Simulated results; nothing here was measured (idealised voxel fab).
voxel spacer lines: a process module
For reference, the cross-section in this document is cut, with width 280 nm and square cells of 5 nm.
Cross-section format: a grid of square cells, given as bands from top to bottom; each band is one or more rows of cells. First you get the band's top height and its bottom height, in nm, and then the materials it's made of, left to right, with each width in nm. If you see a single material with "everywhere", that one covers the band edge to edge. "air" is empty space. Counting heights begins at 0, where everything beneath is, in the wafer as received, one material. The lowest band has no bottom; it goes on downwards, as "z 0 and below" shows. Note: "30->40" means the width goes from the first number (top row of the band) to the second number (bottom row) in equal steps per row of cells. What does "nothing was modified" mean for a step? It means no cell of the cross-section changed in that step. Closed empty spaces: empty space of 8 cells or more with no open way to the top, each as width x height at its distance from the left edge, in nm. What comes after the settings on a step's line is commentary from the simulator itself on that step. A step's line can hold "overlay nm"; with a mask on that step, the setting says how far right of the planned place the mask lay, while a negative setting says it lay to the left.
[This section lists the process steps that were planned]
1) RECEIVE: material Si
2) CONFORMAL_DEP: material Al2O3, thk nm 10
3) DIRECTIONAL_DEP: material SiN, thk nm 10
4) DIRECTIONAL_DEP: material aC, thk nm 20
5) PATTERN: tone cover, mask id MANDREL, material resist, width nm 15, pitch nm 50, thk nm 25, overlay nm 0
6) DIRECTIONAL_ETCH: etch materials aC, depth nm 20
7) STRIP: etch materials resist
8) CONFORMAL_DEP: material SiO2, thk nm 10
9) DIRECTIONAL_ETCH: etch materials SiO2, depth nm 10
10) STRIP: etch materials aC
11) DIRECTIONAL_ETCH: etch materials SiN, depth nm 10
12) STRIP: etch materials SiO2
13) FILL_DEP: material SiO2, thk nm 10
14) CMP: height nm 20
[Cross-section of the incoming wafer, state after step 1]
  z 0 and below = Si everywhere
  Closed empty spaces: none
[The cross-section shown corresponds to the wafer at the conclusion of the module. The initial structure and the process plan are those presented above; however, one mistake occurred in executing the plan]
  z 20 to 15 = SiO2 everywhere
  z 15 to 10 = SiO2=95; SiN=10; SiO2=15; SiN=10; SiO2=15; SiN=10; SiO2=15; SiN=10; SiO2=100
  z 10 to 0 = Al2O3 everywhere
  z 0 and below = Si everywhere
  Closed empty spaces: none
It is concluded that the wafer was processed incorrectly with respect to the plan, in that rather than as planned, step 3 actually ran as DIRECTIONAL_DEP: material SiN, thk nm 5
